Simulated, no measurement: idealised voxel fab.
Process module, titled voxel wiring stack
Cross-sectional view cut (width: 240 nm; square cell size: 5 nm).
Each cross-section below is a grid of square cells, stated as bands in top-down order, with one or more rows of cells making up each band.
What a band's entry tells you: where the top is and where the bottom is, as heights in nm, and after that what lies inside, material by material from left to right, each with its width in nm. Empty space is written as the word "empty", and a single material marked with the word "everywhere" occupies the band from edge to edge.
All heights in this document are referenced to 0, defined as the level beneath which the wafer, as received, consists entirely of one material. The lowest band is not bounded below; it extends indefinitely downward and is written in the form "0 -> down".
It should be noted that a width expressed as "30 to 40" varies in equal increments from row to row of cells within the band, taking the value of the first number at the top row and that of the second number at the bottom row.
"no modification" (step): cross-section cells unchanged, all of them.
You'll see "Enclosed void inventory" listing empty spaces that have no way open to the top, as long as they're 8 cells or more; the notation is width x height at distance, where the distance is from the left edge, and all of it is in nm.
It should be noted that, on the line of a given step, the content following the step's settings is a remark produced by the simulator itself with respect to that step.
overlay nm: where the mask lay relative to plan, measured to the right, on steps with a mask; negatives go left.

# The process steps that were planned are listed below
step 1: RECEIVE,material Si
step 2: CONFORMAL_DEP,material SiO2,thk nm 10
step 3: CONFORMAL_DEP,material SiN,thk nm 5
step 4: DIRECTIONAL_DEP,material lowk,thk nm 15
step 5: MASKED_ETCH,tone open,mask id METAL_1,width nm 30,pitch nm 45,etch materials lowk,depth nm 15,overlay nm 0
step 6: MASKED_ETCH,tone open,mask id METAL_1,width nm 30,pitch nm 45,etch materials SiN,depth nm 5,overlay nm 0
step 7: CONFORMAL_DEP,material TiN,thk nm 5
step 8: FILL_DEP,material Cu,thk nm 5
step 9: CMP,height nm 30
step 10: CONFORMAL_DEP,material SiCN,thk nm 5
step 11: DIRECTIONAL_DEP,material SiO2,thk nm 10
step 12: PATTERN,tone open,mask id PLUG_1,material resist,width nm 15,pitch nm 45,thk nm 20,overlay nm 0
step 13: DIRECTIONAL_ETCH,etch materials SiO2,depth nm 10
step 14: DIRECTIONAL_ETCH,etch materials SiCN,depth nm 5
step 15: STRIP,etch materials resist
step 16: CONFORMAL_DEP,material TiN,thk nm 5
step 17: FILL_DEP,material W,thk nm 5
step 18: CMP,height nm 45
step 19: DIRECTIONAL_DEP,material TiN,thk nm 5
step 20: DIRECTIONAL_DEP,material W,thk nm 15
step 21: PATTERN,tone cover,mask id METAL_2,material resist,width nm 30,pitch nm 45,thk nm 20,overlay nm 0
step 22: DIRECTIONAL_ETCH,etch materials W,depth nm 15
step 23: DIRECTIONAL_ETCH,etch materials TiN,depth nm 5
step 24: STRIP,etch materials resist
step 25: FILL_DEP,material lowk,thk nm 10
step 26: CMP,height nm 65
step 27: CONFORMAL_DEP,material SiCN,thk nm 5
step 28: DIRECTIONAL_DEP,material lowk,thk nm 10
step 29: PATTERN,tone open,mask id PLUG_2,material resist,width nm 15,pitch nm 90,thk nm 15,overlay nm 0
step 30: DIRECTIONAL_ETCH,etch materials lowk,depth nm 10
step 31: DIRECTIONAL_ETCH,etch materials SiCN,depth nm 5
step 32: STRIP,etch materials resist
step 33: EPI,material Ru,thk nm 10
step 34: EPI,material Ru,thk nm 5
step 35: CONFORMAL_DEP,material SiCN,thk nm 5
step 36: DIRECTIONAL_DEP,material SiO2,thk nm 20
step 37: MASKED_ETCH,tone open,mask id METAL_3,width nm 30,pitch nm 45,etch materials SiO2,depth nm 20,overlay nm 0
step 38: MASKED_ETCH,tone open,mask id METAL_3,width nm 30,pitch nm 45,etch materials SiCN,depth nm 5,overlay nm 0
step 39: CONFORMAL_DEP,material TiN,thk nm 5
step 40: FILL_DEP,material Cu,thk nm 10
step 41: CMP,height nm 105
step 42: CONFORMAL_DEP,material SiCN,thk nm 5
step 43: DIRECTIONAL_DEP,material lowk,thk nm 35
step 44: MASKED_ETCH,tone open,mask id METAL_4,width nm 30,pitch nm 45,etch materials lowk,depth nm 20,overlay nm 0
step 45: MASKED_ETCH,tone open,mask id METAL_4_HOLES,width nm 15,pitch nm 45,etch materials lowk,depth nm 15,overlay nm 0
step 46: MASKED_ETCH,tone open,mask id METAL_4_HOLES,width nm 15,pitch nm 45,etch materials SiCN,depth nm 5,overlay nm 0
step 47: CONFORMAL_DEP,material TiN,thk nm 5
step 48: FILL_DEP,material Cu,thk nm 5
step 49: CMP,height nm 145
step 50: CONFORMAL_DEP,material SiN,thk nm 5

# The first of a set of two wafers, run to plan

# The cross-section here shows the wafer as received, i.e. in its state after step 1
* 0 -> down: Si everywhere
* Enclosed void inventory: none

# Wafer section view after processing step 2
* 10 -> 0: SiO2 everywhere
* Below 0, the layers are the same as they were.

# Wafer section view after processing step 3
* 15 -> 10: SiN everywhere
* Below 10, the layers are the same as they were.

# Wafer section view after processing step 4
* 30 -> 15: lowk everywhere
* Below 15, the layers are the same as they were.

# Wafer section view after processing step 5
* 30 -> 15: 60 lowk  30 empty  15 lowk  30 empty  15 lowk  30 empty  60 lowk
* Below 15, the layers are the same as they were.

# Wafer section view after processing step 6
* 30 -> 15: 60 lowk  30 empty  15 lowk  30 empty  15 lowk  30 empty  60 lowk
* 15 -> 10: 60 SiN  30 empty  15 SiN  30 empty  15 SiN  30 empty  60 SiN
* Below 10, the layers are the same as they were.

# Wafer section view after processing step 7
* 35 -> 30: 65 TiN  20 empty  25 TiN  20 empty  25 TiN  20 empty  65 TiN
* 30 -> 15: 60 lowk  5 TiN  20 empty  5 TiN  15 lowk  5 TiN  20 empty  5 TiN  15 lowk  5 TiN  20 empty  5 TiN  60 lowk
* 15 -> 10: 60 SiN  30 TiN  15 SiN  30 TiN  15 SiN  30 TiN  60 SiN
* Below 10, the layers are the same as they were.

# Wafer section view after processing step 8
* 40 -> 35: Cu everywhere
* 35 -> 30: 65 TiN  20 Cu  25 TiN  20 Cu  25 TiN  20 Cu  65 TiN
* 30 -> 15: 60 lowk  5 TiN  20 Cu  5 TiN  15 lowk  5 TiN  20 Cu  5 TiN  15 lowk  5 TiN  20 Cu  5 TiN  60 lowk
* Below 15, the layers are the same as they were.

# Wafer section view after processing step 9
* 30 -> 15: 60 lowk  5 TiN  20 Cu  5 TiN  15 lowk  5 TiN  20 Cu  5 TiN  15 lowk  5 TiN  20 Cu  5 TiN  60 lowk
* Below 15, the layers are the same as they were.

# Wafer section view after processing step 10
* 35 -> 30: SiCN everywhere
* Below 30, the layers are the same as they were.

# Wafer section view after processing step 11
* 45 -> 35: SiO2 everywhere
* Below 35, the layers are the same as they were.

# Wafer section view after processing step 12
* 65 -> 45: 60 resist  15 empty  30 resist  15 empty  30 resist  15 empty  75 resist
* Below 45, the layers are the same as they were.

# Wafer section view after processing step 13
* 65 -> 45: 60 resist  15 empty  30 resist  15 empty  30 resist  15 empty  75 resist
* 45 -> 35: 60 SiO2  15 empty  30 SiO2  15 empty  30 SiO2  15 empty  75 SiO2
* Below 35, the layers are the same as they were.

# Wafer section view after processing step 14
* 65 -> 45: 60 resist  15 empty  30 resist  15 empty  30 resist  15 empty  75 resist
* 45 -> 35: 60 SiO2  15 empty  30 SiO2  15 empty  30 SiO2  15 empty  75 SiO2
* 35 -> 30: 60 SiCN  15 empty  30 SiCN  15 empty  30 SiCN  15 empty  75 SiCN
* Below 30, the layers are the same as they were.

# Wafer section view after processing step 15
* 45 -> 35: 60 SiO2  15 empty  30 SiO2  15 empty  30 SiO2  15 empty  75 SiO2
* Below 35, the layers are the same as they were.

# Wafer section view after processing step 16
* 50 -> 45: 65 TiN  5 empty  40 TiN  5 empty  40 TiN  5 empty  80 TiN
* 45 -> 35: 60 SiO2  5 TiN  5 empty  5 TiN  30 SiO2  5 TiN  5 empty  5 TiN  30 SiO2  5 TiN  5 empty  5 TiN  75 SiO2
* 35 -> 30: 60 SiCN  15 TiN  30 SiCN  15 TiN  30 SiCN  15 TiN  75 SiCN
* Below 30, the layers are the same as they were.

# Wafer section view after processing step 17
* 55 -> 50: W everywhere
* 50 -> 45: 65 TiN  5 W  40 TiN  5 W  40 TiN  5 W  80 TiN
* 45 -> 35: 60 SiO2  5 TiN  5 W  5 TiN  30 SiO2  5 TiN  5 W  5 TiN  30 SiO2  5 TiN  5 W  5 TiN  75 SiO2
* Below 35, the layers are the same as they were.

# Wafer section view after processing step 18
* 45 -> 35: 60 SiO2  5 TiN  5 W  5 TiN  30 SiO2  5 TiN  5 W  5 TiN  30 SiO2  5 TiN  5 W  5 TiN  75 SiO2
* Below 35, the layers are the same as they were.

# Wafer section view after processing step 19
* 50 -> 45: TiN everywhere
* Below 45, the layers are the same as they were.

# Wafer section view after processing step 20
* 65 -> 50: W everywhere
* Below 50, the layers are the same as they were.

# Wafer section view after processing step 21
* 85 -> 65: 60 empty  30 resist  15 empty  30 resist  15 empty  30 resist  60 empty
* Below 65, the layers are the same as they were.

# Wafer section view after processing step 22
* 85 -> 65: 60 empty  30 resist  15 empty  30 resist  15 empty  30 resist  60 empty
* 65 -> 50: 60 empty  30 W  15 empty  30 W  15 empty  30 W  60 empty
* Below 50, the layers are the same as they were.

# Wafer section view after processing step 23
* 85 -> 65: 60 empty  30 resist  15 empty  30 resist  15 empty  30 resist  60 empty
* 65 -> 50: 60 empty  30 W  15 empty  30 W  15 empty  30 W  60 empty
* 50 -> 45: 60 empty  30 TiN  15 empty  30 TiN  15 empty  30 TiN  60 empty
* Below 45, the layers are the same as they were.

# Wafer section view after processing step 24
* 65 -> 50: 60 empty  30 W  15 empty  30 W  15 empty  30 W  60 empty
* Below 50, the layers are the same as they were.

# Wafer section view after processing step 25
* 75 -> 65: lowk everywhere
* 65 -> 50: 60 lowk  30 W  15 lowk  30 W  15 lowk  30 W  60 lowk
* 50 -> 45: 60 lowk  30 TiN  15 lowk  30 TiN  15 lowk  30 TiN  60 lowk
* Below 45, the layers are the same as they were.

# Wafer section view after processing step 26
* 65 -> 50: 60 lowk  30 W  15 lowk  30 W  15 lowk  30 W  60 lowk
* Below 50, the layers are the same as they were.

# Wafer section view after processing step 27
* 70 -> 65: SiCN everywhere
* Below 65, the layers are the same as they were.

# Wafer section view after processing step 28
* 80 -> 70: lowk everywhere
* Below 70, the layers are the same as they were.

# Wafer section view after processing step 29
* 95 -> 80: 60 resist  15 empty  75 resist  15 empty  75 resist
* Below 80, the layers are the same as they were.

# Wafer section view after processing step 30
* 95 -> 80: 60 resist  15 empty  75 resist  15 empty  75 resist
* 80 -> 70: 60 lowk  15 empty  75 lowk  15 empty  75 lowk
* Below 70, the layers are the same as they were.

# Wafer section view after processing step 31
* 95 -> 80: 60 resist  15 empty  75 resist  15 empty  75 resist
* 80 -> 70: 60 lowk  15 empty  75 lowk  15 empty  75 lowk
* 70 -> 65: 60 SiCN  15 empty  75 SiCN  15 empty  75 SiCN
* Below 65, the layers are the same as they were.

# Wafer section view after processing step 32
* 80 -> 70: 60 lowk  15 empty  75 lowk  15 empty  75 lowk
* Below 70, the layers are the same as they were.

# Wafer section view after processing step 33
* 80 -> 75: 60 lowk  15 empty  75 lowk  15 empty  75 lowk
* 75 -> 70: 60 lowk  15 Ru  75 lowk  15 Ru  75 lowk
* 70 -> 65: 60 SiCN  15 Ru  75 SiCN  15 Ru  75 SiCN
* Below 65, the layers are the same as they were.

# Wafer section view after processing step 34
* 80 -> 70: 60 lowk  15 Ru  75 lowk  15 Ru  75 lowk
* Below 70, the layers are the same as they were.

# Wafer section view after processing step 35
* 85 -> 80: SiCN everywhere
* Below 80, the layers are the same as they were.

# Wafer section view after processing step 36
* 105 -> 85: SiO2 everywhere
* Below 85, the layers are the same as they were.

# Wafer section view after processing step 37
* 105 -> 85: 60 SiO2  30 empty  15 SiO2  30 empty  15 SiO2  30 empty  60 SiO2
* Below 85, the layers are the same as they were.

# Wafer section view after processing step 38
* 105 -> 85: 60 SiO2  30 empty  15 SiO2  30 empty  15 SiO2  30 empty  60 SiO2
* 85 -> 80: 60 SiCN  30 empty  15 SiCN  30 empty  15 SiCN  30 empty  60 SiCN
* Below 80, the layers are the same as they were.

# Wafer section view after processing step 39
* 110 -> 105: 65 TiN  20 empty  25 TiN  20 empty  25 TiN  20 empty  65 TiN
* 105 -> 85: 60 SiO2  5 TiN  20 empty  5 TiN  15 SiO2  5 TiN  20 empty  5 TiN  15 SiO2  5 TiN  20 empty  5 TiN  60 SiO2
* 85 -> 80: 60 SiCN  30 TiN  15 SiCN  30 TiN  15 SiCN  30 TiN  60 SiCN
* Below 80, the layers are the same as they were.

# Wafer section view after processing step 40
* 120 -> 110: Cu everywhere
* 110 -> 105: 65 TiN  20 Cu  25 TiN  20 Cu  25 TiN  20 Cu  65 TiN
* 105 -> 85: 60 SiO2  5 TiN  20 Cu  5 TiN  15 SiO2  5 TiN  20 Cu  5 TiN  15 SiO2  5 TiN  20 Cu  5 TiN  60 SiO2
* Below 85, the layers are the same as they were.

# Wafer section view after processing step 41
* 105 -> 85: 60 SiO2  5 TiN  20 Cu  5 TiN  15 SiO2  5 TiN  20 Cu  5 TiN  15 SiO2  5 TiN  20 Cu  5 TiN  60 SiO2
* Below 85, the layers are the same as they were.

# Wafer section view after processing step 42
* 110 -> 105: SiCN everywhere
* Below 105, the layers are the same as they were.

# Wafer section view after processing step 43
* 145 -> 110: lowk everywhere
* Below 110, the layers are the same as they were.

# Wafer section view after processing step 44
* 145 -> 125: 60 lowk  30 empty  15 lowk  30 empty  15 lowk  30 empty  60 lowk
* Below 125, the layers are the same as they were.

# Wafer section view after processing step 45
* 145 -> 125: 60 lowk  30 empty  15 lowk  30 empty  15 lowk  30 empty  60 lowk
* 125 -> 110: 60 lowk  15 empty  30 lowk  15 empty  30 lowk  15 empty  75 lowk
* Below 110, the layers are the same as they were.

# Wafer section view after processing step 46
* 145 -> 125: 60 lowk  30 empty  15 lowk  30 empty  15 lowk  30 empty  60 lowk
* 125 -> 110: 60 lowk  15 empty  30 lowk  15 empty  30 lowk  15 empty  75 lowk
* 110 -> 105: 60 SiCN  15 empty  30 SiCN  15 empty  30 SiCN  15 empty  75 SiCN
* Below 105, the layers are the same as they were.

# Wafer section view after processing step 47
* 150 -> 145: 65 TiN  20 empty  25 TiN  20 empty  25 TiN  20 empty  65 TiN
* 145 -> 130: 60 lowk  5 TiN  20 empty  5 TiN  15 lowk  5 TiN  20 empty  5 TiN  15 lowk  5 TiN  20 empty  5 TiN  60 lowk
* 130 -> 125: 60 lowk  5 TiN  5 empty  20 TiN  15 lowk  5 TiN  5 empty  20 TiN  15 lowk  5 TiN  5 empty  20 TiN  60 lowk
* 125 -> 110: 60 lowk  5 TiN  5 empty  5 TiN  30 lowk  5 TiN  5 empty  5 TiN  30 lowk  5 TiN  5 empty  5 TiN  75 lowk
* 110 -> 105: 60 SiCN  15 TiN  30 SiCN  15 TiN  30 SiCN  15 TiN  75 SiCN
* Below 105, the layers are the same as they were.

# Wafer section view after processing step 48
* 155 -> 150: Cu everywhere
* 150 -> 145: 65 TiN  20 Cu  25 TiN  20 Cu  25 TiN  20 Cu  65 TiN
* 145 -> 130: 60 lowk  5 TiN  20 Cu  5 TiN  15 lowk  5 TiN  20 Cu  5 TiN  15 lowk  5 TiN  20 Cu  5 TiN  60 lowk
* 130 -> 125: 60 lowk  5 TiN  5 Cu  20 TiN  15 lowk  5 TiN  5 Cu  20 TiN  15 lowk  5 TiN  5 Cu  20 TiN  60 lowk
* 125 -> 110: 60 lowk  5 TiN  5 Cu  5 TiN  30 lowk  5 TiN  5 Cu  5 TiN  30 lowk  5 TiN  5 Cu  5 TiN  75 lowk
* Below 110, the layers are the same as they were.

# Wafer section view after processing step 49
* 145 -> 130: 60 lowk  5 TiN  20 Cu  5 TiN  15 lowk  5 TiN  20 Cu  5 TiN  15 lowk  5 TiN  20 Cu  5 TiN  60 lowk
* Below 130, the layers are the same as they were.

# Wafer section view after processing step 50
* 150 -> 145: SiN everywhere
* Below 145, the layers are the same as they were.

# The Second Wafer: Common Origin and Plan, One Mistake in Execution, Identical to the First Through Step 18

# The second wafer in cross-section, at the planned close of step 19
* 60 -> 45: W everywhere
* Below 45, the layers are the same as they were.

# The second wafer in cross-section, at the planned close of step 20
* 65 -> 60: TiN everywhere
* Below 60, the layers are the same as they were.

# The second wafer in cross-section, at the planned close of step 21
* 85 -> 65: 60 empty  30 resist  15 empty  30 resist  15 empty  30 resist  60 empty
* Below 65, the layers are the same as they were.

The second wafer in cross-section, at the planned close of step 22: no modification

# The second wafer in cross-section, at the planned close of step 23
* 85 -> 65: 60 empty  30 resist  15 empty  30 resist  15 empty  30 resist  60 empty
* 65 -> 60: 60 empty  30 TiN  15 empty  30 TiN  15 empty  30 TiN  60 empty
* Below 60, the layers are the same as they were.

# The second wafer in cross-section, at the planned close of step 24
* 65 -> 60: 60 empty  30 TiN  15 empty  30 TiN  15 empty  30 TiN  60 empty
* Below 60, the layers are the same as they were.

# The second wafer in cross-section, at the planned close of step 25
* 75 -> 65: lowk everywhere
* 65 -> 60: 60 lowk  30 TiN  15 lowk  30 TiN  15 lowk  30 TiN  60 lowk
* Below 60, the layers are the same as they were.

# The second wafer in cross-section, at the planned close of step 26
* 65 -> 60: 60 lowk  30 TiN  15 lowk  30 TiN  15 lowk  30 TiN  60 lowk
* Below 60, the layers are the same as they were.

# The second wafer in cross-section, at the planned close of step 27
* 70 -> 65: SiCN everywhere
* Below 65, the layers are the same as they were.

# The second wafer in cross-section, at the planned close of step 28
* 80 -> 70: lowk everywhere
* Below 70, the layers are the same as they were.

# The second wafer in cross-section, at the planned close of step 29
* 95 -> 80: 60 resist  15 empty  75 resist  15 empty  75 resist
* Below 80, the layers are the same as they were.

# The second wafer in cross-section, at the planned close of step 30
* 95 -> 80: 60 resist  15 empty  75 resist  15 empty  75 resist
* 80 -> 70: 60 lowk  15 empty  75 lowk  15 empty  75 lowk
* Below 70, the layers are the same as they were.

# The second wafer in cross-section, at the planned close of step 31
* 95 -> 80: 60 resist  15 empty  75 resist  15 empty  75 resist
* 80 -> 70: 60 lowk  15 empty  75 lowk  15 empty  75 lowk
* 70 -> 65: 60 SiCN  15 empty  75 SiCN  15 empty  75 SiCN
* Below 65, the layers are the same as they were.

# The second wafer in cross-section, at the planned close of step 32
* 80 -> 70: 60 lowk  15 empty  75 lowk  15 empty  75 lowk
* Below 70, the layers are the same as they were.

# The second wafer in cross-section, at the planned close of step 33
* 80 -> 75: 60 lowk  15 empty  75 lowk  15 empty  75 lowk
* 75 -> 70: 60 lowk  15 Ru  75 lowk  15 Ru  75 lowk
* 70 -> 65: 60 SiCN  15 Ru  75 SiCN  15 Ru  75 SiCN
* Below 65, the layers are the same as they were.

# The second wafer in cross-section, at the planned close of step 34
* 80 -> 70: 60 lowk  15 Ru  75 lowk  15 Ru  75 lowk
* Below 70, the layers are the same as they were.

# The second wafer in cross-section, at the planned close of step 35
* 85 -> 80: SiCN everywhere
* Below 80, the layers are the same as they were.

# The second wafer in cross-section, at the planned close of step 36
* 105 -> 85: SiO2 everywhere
* Below 85, the layers are the same as they were.

# The second wafer in cross-section, at the planned close of step 37
* 105 -> 85: 60 SiO2  30 empty  15 SiO2  30 empty  15 SiO2  30 empty  60 SiO2
* Below 85, the layers are the same as they were.

# The second wafer in cross-section, at the planned close of step 38
* 105 -> 85: 60 SiO2  30 empty  15 SiO2  30 empty  15 SiO2  30 empty  60 SiO2
* 85 -> 80: 60 SiCN  30 empty  15 SiCN  30 empty  15 SiCN  30 empty  60 SiCN
* Below 80, the layers are the same as they were.

# The second wafer in cross-section, at the planned close of step 39
* 110 -> 105: 65 TiN  20 empty  25 TiN  20 empty  25 TiN  20 empty  65 TiN
* 105 -> 85: 60 SiO2  5 TiN  20 empty  5 TiN  15 SiO2  5 TiN  20 empty  5 TiN  15 SiO2  5 TiN  20 empty  5 TiN  60 SiO2
* 85 -> 80: 60 SiCN  30 TiN  15 SiCN  30 TiN  15 SiCN  30 TiN  60 SiCN
* Below 80, the layers are the same as they were.

# The second wafer in cross-section, at the planned close of step 40
* 120 -> 110: Cu everywhere
* 110 -> 105: 65 TiN  20 Cu  25 TiN  20 Cu  25 TiN  20 Cu  65 TiN
* 105 -> 85: 60 SiO2  5 TiN  20 Cu  5 TiN  15 SiO2  5 TiN  20 Cu  5 TiN  15 SiO2  5 TiN  20 Cu  5 TiN  60 SiO2
* Below 85, the layers are the same as they were.

# The second wafer in cross-section, at the planned close of step 41
* 105 -> 85: 60 SiO2  5 TiN  20 Cu  5 TiN  15 SiO2  5 TiN  20 Cu  5 TiN  15 SiO2  5 TiN  20 Cu  5 TiN  60 SiO2
* Below 85, the layers are the same as they were.

# The second wafer in cross-section, at the planned close of step 42
* 110 -> 105: SiCN everywhere
* Below 105, the layers are the same as they were.

# The second wafer in cross-section, at the planned close of step 43
* 145 -> 110: lowk everywhere
* Below 110, the layers are the same as they were.

# The second wafer in cross-section, at the planned close of step 44
* 145 -> 125: 60 lowk  30 empty  15 lowk  30 empty  15 lowk  30 empty  60 lowk
* Below 125, the layers are the same as they were.

# The second wafer in cross-section, at the planned close of step 45
* 145 -> 125: 60 lowk  30 empty  15 lowk  30 empty  15 lowk  30 empty  60 lowk
* 125 -> 110: 60 lowk  15 empty  30 lowk  15 empty  30 lowk  15 empty  75 lowk
* Below 110, the layers are the same as they were.

# The second wafer in cross-section, at the planned close of step 46
* 145 -> 125: 60 lowk  30 empty  15 lowk  30 empty  15 lowk  30 empty  60 lowk
* 125 -> 110: 60 lowk  15 empty  30 lowk  15 empty  30 lowk  15 empty  75 lowk
* 110 -> 105: 60 SiCN  15 empty  30 SiCN  15 empty  30 SiCN  15 empty  75 SiCN
* Below 105, the layers are the same as they were.

# The second wafer in cross-section, at the planned close of step 47
* 150 -> 145: 65 TiN  20 empty  25 TiN  20 empty  25 TiN  20 empty  65 TiN
* 145 -> 130: 60 lowk  5 TiN  20 empty  5 TiN  15 lowk  5 TiN  20 empty  5 TiN  15 lowk  5 TiN  20 empty  5 TiN  60 lowk
* 130 -> 125: 60 lowk  5 TiN  5 empty  20 TiN  15 lowk  5 TiN  5 empty  20 TiN  15 lowk  5 TiN  5 empty  20 TiN  60 lowk
* 125 -> 110: 60 lowk  5 TiN  5 empty  5 TiN  30 lowk  5 TiN  5 empty  5 TiN  30 lowk  5 TiN  5 empty  5 TiN  75 lowk
* 110 -> 105: 60 SiCN  15 TiN  30 SiCN  15 TiN  30 SiCN  15 TiN  75 SiCN
* Below 105, the layers are the same as they were.

# The second wafer in cross-section, at the planned close of step 48
* 155 -> 150: Cu everywhere
* 150 -> 145: 65 TiN  20 Cu  25 TiN  20 Cu  25 TiN  20 Cu  65 TiN
* 145 -> 130: 60 lowk  5 TiN  20 Cu  5 TiN  15 lowk  5 TiN  20 Cu  5 TiN  15 lowk  5 TiN  20 Cu  5 TiN  60 lowk
* 130 -> 125: 60 lowk  5 TiN  5 Cu  20 TiN  15 lowk  5 TiN  5 Cu  20 TiN  15 lowk  5 TiN  5 Cu  20 TiN  60 lowk
* 125 -> 110: 60 lowk  5 TiN  5 Cu  5 TiN  30 lowk  5 TiN  5 Cu  5 TiN  30 lowk  5 TiN  5 Cu  5 TiN  75 lowk
* Below 110, the layers are the same as they were.

# The second wafer in cross-section, at the planned close of step 49
* 145 -> 130: 60 lowk  5 TiN  20 Cu  5 TiN  15 lowk  5 TiN  20 Cu  5 TiN  15 lowk  5 TiN  20 Cu  5 TiN  60 lowk
* Below 130, the layers are the same as they were.

# The second wafer in cross-section, at the planned close of step 50
* 150 -> 145: SiN everywhere
* Below 145, the layers are the same as they were.
It is concluded that the wafer was processed incorrectly with respect to the plan, in that steps 19 and 20 were swapped
Wafer comparison, final, in cells, second relative to first, materials more or fewer: W +90 | lowk -90
